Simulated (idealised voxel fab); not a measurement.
The following is a process module called voxel transistor to metal.
Section cut is 170 nm wide and gridded with 5 nm square cells.
When this document writes out a cross-section, it uses a grid of square cells and lists it as bands, beginning at the top and moving down, with a band standing for one or more rows of cells. Band: top and bottom heights (nm) first, top before bottom; then materials from left to right, widths in nm. "throughout" marks a sole material filling the band edge to edge. "blank" denotes empty space. Height datum 0, below which the as-received substrate wafer is one material. Lowest band open at the bottom, running downward: "from 0 down". Top row gets the first number, bottom row gets the second, and each row in between changes by the same step: that is how a band width like "30..40" works. Given "identical to before" for a step, no cell of the cross-section differs between before and after that step. Entry "Cavities, sealed". Content: empty spaces with no open connection to the top, size 8 cells or greater. Each: width x height at distance. Distance: from left edge. Unit: nm. Formally, on a step line, whatever follows the settings is a remark that the simulator itself makes on the step. What "overlay nm" on a step's line means: if the step has a mask, that mask lay this far to the right of its planned place, or, when the value is negative, to the left.

### plan
step 1: RECEIVE [material Si]
step 2: OXIDIZE [depth nm 5]
step 3: CONFORMAL_DEP [material SiN] [thk nm 15]
step 4: PATTERN [tone cover] [mask id ACTIVE] [material resist] [width nm 100] [thk nm 15] [overlay nm 0]
step 5: DIRECTIONAL_ETCH [etch materials SiN] [depth nm 15]
step 6: DIRECTIONAL_ETCH [etch materials SiO2] [depth nm 5]
step 7: DIRECTIONAL_ETCH [etch materials Si] [depth nm 25]
step 8: STRIP [etch materials resist]
step 9: OXIDIZE [depth nm 5]
step 10: FILL_DEP [material SiO2] [thk nm 5]
step 11: CMP [height nm 15]
step 12: SELECTIVE_ETCH [etch materials SiO2] [depth nm 5]
step 13: STRIP [etch materials SiN]
step 14: SELECTIVE_ETCH [etch materials SiO2] [depth nm 5]
step 15: OXIDIZE [depth nm 5]
step 16: DIRECTIONAL_DEP [material polySi] [thk nm 30]
step 17: DIRECTIONAL_DEP [material SiCN] [thk nm 10]
step 18: PATTERN [tone cover] [mask id GATE] [material resist] [width nm 20] [thk nm 15] [overlay nm 0]
step 19: DIRECTIONAL_ETCH [etch materials SiCN] [depth nm 20]
step 20: DIRECTIONAL_ETCH [etch materials polySi] [depth nm 40]
step 21: STRIP [etch materials resist]
step 22: CONFORMAL_DEP [material SiO2] [thk nm 5]
step 23: DIRECTIONAL_ETCH [etch materials SiO2] [depth nm 5]
step 24: CONFORMAL_DEP [material SiN] [thk nm 5]
step 25: DIRECTIONAL_ETCH [etch materials SiN] [depth nm 5]
step 26: DIRECTIONAL_ETCH [etch materials SiO2] [depth nm 5]
step 27: DIRECTIONAL_ETCH [etch materials Si] [depth nm 5]
step 28: EPI [material pSi] [thk nm 5]
step 29: FILL_DEP [material SiO2] [thk nm 10]
step 30: CMP [height nm 35]
step 31: DIRECTIONAL_DEP [material SiO2] [thk nm 15]
step 32: MASKED_ETCH [tone open] [mask id CONTACT] [width nm 30] [pitch nm 60] [etch materials SiO2] [depth nm 60] [overlay nm 0]
step 33: CONFORMAL_DEP [material TiN] [thk nm 5]
step 34: FILL_DEP [material W] [thk nm 5]
step 35: CMP [height nm 50]
step 36: CONFORMAL_DEP [material SiN] [thk nm 5]
step 37: DIRECTIONAL_DEP [material SiO2] [thk nm 15]
step 38: DIRECTIONAL_DEP [material aC] [thk nm 15]
step 39: PATTERN [tone open] [mask id METAL_1] [material resist] [width nm 20] [pitch nm 70] [thk nm 30] [overlay nm 0]
step 40: DIRECTIONAL_ETCH [etch materials aC] [depth nm 15]
step 41: STRIP [etch materials resist]
step 42: DIRECTIONAL_ETCH [etch materials SiO2] [depth nm 15]
step 43: DIRECTIONAL_ETCH [etch materials SiN] [depth nm 5]
step 44: STRIP [etch materials aC]
step 45: CONFORMAL_DEP [material TiN] [thk nm 5]
step 46: FILL_DEP [material Cu] [thk nm 5]
step 47: CMP [height nm 70]
step 48: CONFORMAL_DEP [material SiN] [thk nm 5]

### Incoming wafer in cross-section (state: after step 1)
> from 0 down: Si throughout
> Cavities, sealed: none

### End-of-module XS, first of two wafers, run as planned
> from 75 to 70: SiN throughout
> from 70 to 55: SiO2 (40), then TiN (5), then Cu (10), then TiN (5), then SiO2 (50), then TiN (5), then Cu (10), then TiN (5), then SiO2 (40)
> from 55 to 50: SiN (40), then TiN (20), then SiN (50), then TiN (20), then SiN (40)
> from 50 to 40: SiO2 (40), then TiN (5), then W (20), then TiN (5), then SiO2 (30), then TiN (5), then W (20), then TiN (5), then SiO2 (40)
> from 40 to 35: SiO2 (40), then TiN (5), then W (15), then TiN (10), then SiO2 (30), then TiN (10), then W (15), then TiN (5), then SiO2 (40)
> from 35 to 25: SiO2 (40), then TiN (5), then W (15), then TiN (5), then SiN (5), then SiO2 (5), then SiCN (20), then SiO2 (5), then SiN (5), then TiN (5), then W (15), then TiN (5), then SiO2 (40)
> from 25 to 5: SiO2 (40), then TiN (5), then W (15), then TiN (5), then SiN (5), then SiO2 (5), then polySi (20), then SiO2 (5), then SiN (5), then TiN (5), then W (15), then TiN (5), then SiO2 (40)
> from 5 to -5: SiO2 (35), then SiN (5), then TiN (5), then W (15..10), then TiN (5..10), then SiN (5), then SiO2 (5), then polySi (20), then SiO2 (5), then SiN (5), then TiN (5..10), then W (15..10), then TiN (5), then SiN (5), then SiO2 (35)
> from -5 to -10: SiO2 (40), then TiN (20), then pSi (5), then SiO2 (40), then pSi (5), then TiN (20), then SiO2 (40)
> from -10 to -15: SiO2 (40), then pSi (25), then Si (40), then pSi (25), then SiO2 (40)
> from -15 to -35: SiO2 (40), then Si (90), then SiO2 (40)
> from -35 down: Si throughout
> Cavities, sealed: none

### Wafer two, end of module, cross-section. Same start, same plan as wafer one. One mistake in the run
> from 75 to 70: SiN throughout
> from 70 to 55: SiO2 (40), then TiN (5), then Cu (10), then TiN (5), then SiO2 (50), then TiN (5), then Cu (10), then TiN (5), then SiO2 (40)
> from 55 to 50: SiN (40), then TiN (20), then SiN (50), then TiN (20), then SiN (40)
> from 50 to 40: SiO2 (40), then TiN (5), then W (20), then TiN (5), then SiO2 (30), then TiN (5), then W (20), then TiN (5), then SiO2 (40)
> from 40 to 35: SiO2 (40), then TiN (5), then W (15), then TiN (10), then SiO2 (30), then TiN (10), then W (15), then TiN (5), then SiO2 (40)
> from 35 to 25: SiO2 (40), then TiN (5), then W (15), then TiN (5), then SiN (5), then SiO2 (5), then SiCN (20), then SiO2 (5), then SiN (5), then TiN (5), then W (15), then TiN (5), then SiO2 (40)
> from 25 to 10: SiO2 (40), then TiN (5), then W (15), then TiN (5), then SiN (5), then SiO2 (5), then polySi (20), then SiO2 (5), then SiN (5), then TiN (5), then W (15), then TiN (5), then SiO2 (40)
> from 10 to 5: SiO2 (40), then TiN (5), then W (15), then TiN (5), then SiN (5), then SiO2 (5), then polySi (20), then SiO2 (5), then SiN (5), then TiN (5), then W (5), then TiN (15), then SiO2 (40)
> from 5 to 0: SiO2 (25), then SiN (5), then SiO2 (10), then TiN (5), then W (15), then TiN (5), then SiN (5), then SiO2 (5), then polySi (20), then SiO2 (5), then SiN (5), then TiN (5), then W (5), then TiN (5), then SiN (5), then TiN (5), then SiO2 (40)
> from 0 to -5: SiO2 (25), then SiN (5), then SiO2 (10), then TiN (5), then W (10), then TiN (10), then SiN (5), then SiO2 (5), then polySi (20), then SiO2 (5), then SiN (5), then TiN (15), then SiN (5), then TiN (5), then SiO2 (40)
> from -5 to -10: SiO2 (40), then TiN (20), then pSi (5), then SiO2 (40), then pSi (5), then TiN (10), then SiO2 (5), then TiN (5), then SiO2 (40)
> from -10 to -15: SiO2 (30), then pSi (35), then Si (40), then pSi (15), then SiO2 (50)
> from -15 to -35: SiO2 (30), then Si (90), then SiO2 (50)
> from -35 down: Si throughout
> Cavities, sealed: none
What was the processing mistake? for step 4, the planned setting was not used; the step was instead run as PATTERN [tone cover] [mask id ACTIVE] [material resist] [width nm 100] [thk nm 15] [overlay nm -10]
Cell-count delta at end, second wafer over first, by material: SiO2 +3; TiN +3; W -6
